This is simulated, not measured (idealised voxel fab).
Process module under the name voxel self aligned contacts
The cross-section on display is named cut; it measures 280 nm wide, and its cells are 5 nm squares.
Cross-section spec: square-cell grid; bands listed top down; each band is one or more rows. For a band, the entry starts with two heights in nm, that of the top and then that of the bottom, and carries on with the band's materials in order from left to right, each alongside its width in nm; the word "throughout" beside a single material means it fills the band edge to edge, and "blank" means empty space. Heights are reckoned from 0. Under this level, the received wafer is all of one material. The bottommost band is open-ended downward, for example "0..down". Note: "30..40" means the width goes from the first number (top row of the band) to the second number (bottom row) in equal steps per row of cells. Given "identical to before" for a step, no cell of the cross-section differs between before and after that step. Closed empty spaces (no open way to the top) of 8 cells or more are what "Fully sealed cavities" lists, each as width x height at distance from the left edge, nm for all three. The remark found on a step's line after its settings is issued by the simulator itself and pertains to that step. On any step carrying a mask, the "overlay nm" setting, if present on the step's line, tells how far right of its planned place the mask lay; negative values point to the left.
# This section lists the process steps that were planned
1,RECEIVE: material Si
2,CONFORMAL_DEP: material SiO2, thk nm 5
3,DIRECTIONAL_DEP: material polySi, thk nm 30
4,DIRECTIONAL_DEP: material SiN, thk nm 15
5,DIRECTIONAL_DEP: material aC, thk nm 10
6,PATTERN: tone cover, mask id GATE, material resist, width nm 30, pitch nm 60, thk nm 25, overlay nm 0
7,DIRECTIONAL_ETCH: etch materials aC, depth nm 10
8,STRIP: etch materials resist
9,DIRECTIONAL_ETCH: etch materials SiN, depth nm 15
10,DIRECTIONAL_ETCH: etch materials polySi, depth nm 30
11,STRIP: etch materials aC
12,CONFORMAL_DEP: material SiN, thk nm 5
13,DIRECTIONAL_ETCH: etch materials SiN, depth nm 5
14,FILL_DEP: material SiO2, thk nm 15
15,CMP: height nm 60
16,MASKED_ETCH: tone open, mask id CONTACT, width nm 40, etch materials SiO2, depth nm 60, overlay nm 0
17,CONFORMAL_DEP: material TiN, thk nm 5
18,FILL_DEP: material W, thk nm 10
19,CMP: height nm 60
20,CONFORMAL_DEP: material SiCN, thk nm 5
# First of two wafers, processed according to plan
# As-received state of the wafer in cross-section, equivalent to post-step 1
0..down | Si throughout
Fully sealed cavities: none
# The following cross-section depicts the wafer upon completion of step 2
5..0 | SiO2 throughout
below 0: unchanged
# The following cross-section depicts the wafer upon completion of step 3
35..5 | polySi throughout
below 5: unchanged
# The following cross-section depicts the wafer upon completion of step 4
50..35 | SiN throughout
below 35: unchanged
# The following cross-section depicts the wafer upon completion of step 5
60..50 | aC throughout
below 50: unchanged
# The following cross-section depicts the wafer upon completion of step 6
85..60 | 95 blank / 30 resist / 30 blank / 30 resist / 95 blank
below 60: unchanged
# The following cross-section depicts the wafer upon completion of step 7
75..60 | 95 blank / 30 resist / 30 blank / 30 resist / 95 blank
60..50 | 95 blank / 30 aC / 30 blank / 30 aC / 95 blank
below 50: unchanged
# The following cross-section depicts the wafer upon completion of step 8
60..50 | 95 blank / 30 aC / 30 blank / 30 aC / 95 blank
below 50: unchanged
# The following cross-section depicts the wafer upon completion of step 9
60..50 | 95 blank / 30 aC / 30 blank / 30 aC / 95 blank
50..35 | 95 blank / 30 SiN / 30 blank / 30 SiN / 95 blank
below 35: unchanged
# The following cross-section depicts the wafer upon completion of step 10
60..50 | 95 blank / 30 aC / 30 blank / 30 aC / 95 blank
50..35 | 95 blank / 30 SiN / 30 blank / 30 SiN / 95 blank
35..5 | 95 blank / 30 polySi / 30 blank / 30 polySi / 95 blank
below 5: unchanged
# The following cross-section depicts the wafer upon completion of step 11
50..35 | 95 blank / 30 SiN / 30 blank / 30 SiN / 95 blank
below 35: unchanged
# The following cross-section depicts the wafer upon completion of step 12
55..35 | 90 blank / 40 SiN / 20 blank / 40 SiN / 90 blank
35..10 | 90 blank / 5 SiN / 30 polySi / 5 SiN / 20 blank / 5 SiN / 30 polySi / 5 SiN / 90 blank
10..5 | 95 SiN / 30 polySi / 30 SiN / 30 polySi / 95 SiN
below 5: unchanged
# The following cross-section depicts the wafer upon completion of step 13
50..35 | 90 blank / 40 SiN / 20 blank / 40 SiN / 90 blank
35..5 | 90 blank / 5 SiN / 30 polySi / 5 SiN / 20 blank / 5 SiN / 30 polySi / 5 SiN / 90 blank
below 5: unchanged
# The following cross-section depicts the wafer upon completion of step 14
65..50 | SiO2 throughout
50..35 | 90 SiO2 / 40 SiN / 20 SiO2 / 40 SiN / 90 SiO2
35..5 | 90 SiO2 / 5 SiN / 30 polySi / 5 SiN / 20 SiO2 / 5 SiN / 30 polySi / 5 SiN / 90 SiO2
below 5: unchanged
# The following cross-section depicts the wafer upon completion of step 15
60..50 | SiO2 throughout
below 50: unchanged
# The following cross-section depicts the wafer upon completion of step 16
60..50 | 120 SiO2 / 40 blank / 120 SiO2
50..35 | 90 SiO2 / 40 SiN / 20 blank / 40 SiN / 90 SiO2
35..5 | 90 SiO2 / 5 SiN / 30 polySi / 5 SiN / 20 blank / 5 SiN / 30 polySi / 5 SiN / 90 SiO2
5..0 | 130 SiO2 / 20 blank / 130 SiO2
below 0: unchanged
# The following cross-section depicts the wafer upon completion of step 17
65..60 | 125 TiN / 30 blank / 125 TiN
60..50 | 120 SiO2 / 5..15 TiN / 30..10 blank / 5..15 TiN / 120 SiO2
50..35 | 90 SiO2 / 40 SiN / 5 TiN / 10 blank / 5 TiN / 40 SiN / 90 SiO2
35..5 | 90 SiO2 / 5 SiN / 30 polySi / 5 SiN / 5 TiN / 10 blank / 5 TiN / 5 SiN / 30 polySi / 5 SiN / 90 SiO2
5..0 | 130 SiO2 / 20 TiN / 130 SiO2
below 0: unchanged
# The following cross-section depicts the wafer upon completion of step 18
75..65 | W throughout
65..60 | 125 TiN / 30 W / 125 TiN
60..50 | 120 SiO2 / 5..15 TiN / 30..10 W / 5..15 TiN / 120 SiO2
50..35 | 90 SiO2 / 40 SiN / 5 TiN / 10 W / 5 TiN / 40 SiN / 90 SiO2
35..5 | 90 SiO2 / 5 SiN / 30 polySi / 5 SiN / 5 TiN / 10 W / 5 TiN / 5 SiN / 30 polySi / 5 SiN / 90 SiO2
below 5: unchanged
# The following cross-section depicts the wafer upon completion of step 19
60..50 | 120 SiO2 / 5..15 TiN / 30..10 W / 5..15 TiN / 120 SiO2
below 50: unchanged
# The following cross-section depicts the wafer upon completion of step 20
65..60 | SiCN throughout
below 60: unchanged
# Second wafer. Start and plan as for the first. One mistake made in running. Agrees with the first up to and including step 3
# Cross-section, second wafer, at the end time the plan gives for step 4
65..35 | SiN throughout
below 35: unchanged
# Cross-section, second wafer, at the end time the plan gives for step 5
75..65 | aC throughout
below 65: unchanged
# Cross-section, second wafer, at the end time the plan gives for step 6
100..75 | 95 blank / 30 resist / 30 blank / 30 resist / 95 blank
below 75: unchanged
# Cross-section, second wafer, at the end time the plan gives for step 7
90..75 | 95 blank / 30 resist / 30 blank / 30 resist / 95 blank
75..65 | 95 blank / 30 aC / 30 blank / 30 aC / 95 blank
below 65: unchanged
# Cross-section, second wafer, at the end time the plan gives for step 8
75..65 | 95 blank / 30 aC / 30 blank / 30 aC / 95 blank
below 65: unchanged
# Cross-section, second wafer, at the end time the plan gives for step 9
75..65 | 95 blank / 30 aC / 30 blank / 30 aC / 95 blank
65..50 | 95 blank / 30 SiN / 30 blank / 30 SiN / 95 blank
below 50: unchanged
Cross-section, second wafer, at the end time the plan gives for step 10: identical to before
# Cross-section, second wafer, at the end time the plan gives for step 11
65..50 | 95 blank / 30 SiN / 30 blank / 30 SiN / 95 blank
below 50: unchanged
# Cross-section, second wafer, at the end time the plan gives for step 12
70..55 | 90 blank / 40 SiN / 20 blank / 40 SiN / 90 blank
55..35 | SiN throughout
below 35: unchanged
# Cross-section, second wafer, at the end time the plan gives for step 13
65..50 | 90 blank / 40 SiN / 20 blank / 40 SiN / 90 blank
below 50: unchanged
# Cross-section, second wafer, at the end time the plan gives for step 14
80..65 | SiO2 throughout
65..50 | 90 SiO2 / 40 SiN / 20 SiO2 / 40 SiN / 90 SiO2
below 50: unchanged
# Cross-section, second wafer, at the end time the plan gives for step 15
60..50 | 90 SiO2 / 40 SiN / 20 SiO2 / 40 SiN / 90 SiO2
below 50: unchanged
# Cross-section, second wafer, at the end time the plan gives for step 16
60..50 | 90 SiO2 / 40 SiN / 20 blank / 40 SiN / 90 SiO2
below 50: unchanged
# Cross-section, second wafer, at the end time the plan gives for step 17
65..60 | 135 TiN / 10 blank / 135 TiN
60..55 | 90 SiO2 / 40 SiN / 5 TiN / 10 blank / 5 TiN / 40 SiN / 90 SiO2
55..50 | 90 SiO2 / 40 SiN / 20 TiN / 40 SiN / 90 SiO2
below 50: unchanged
# Cross-section, second wafer, at the end time the plan gives for step 18
75..65 | W throughout
65..60 | 135 TiN / 10 W / 135 TiN
60..55 | 90 SiO2 / 40 SiN / 5 TiN / 10 W / 5 TiN / 40 SiN / 90 SiO2
below 55: unchanged
# Cross-section, second wafer, at the end time the plan gives for step 19
60..55 | 90 SiO2 / 40 SiN / 5 TiN / 10 W / 5 TiN / 40 SiN / 90 SiO2
below 55: unchanged
# Cross-section, second wafer, at the end time the plan gives for step 20
65..60 | SiCN throughout
below 60: unchanged
What broke from the plan during processing? step 4 of the plan was carried out twice
Upon completion, the second wafer contains, in terms of cells, a greater or smaller amount of certain materials than the first wafer: SiN: 128 more, SiO2: 344 fewer, TiN: 24 fewer, W: 24 fewer, polySi: 264 more
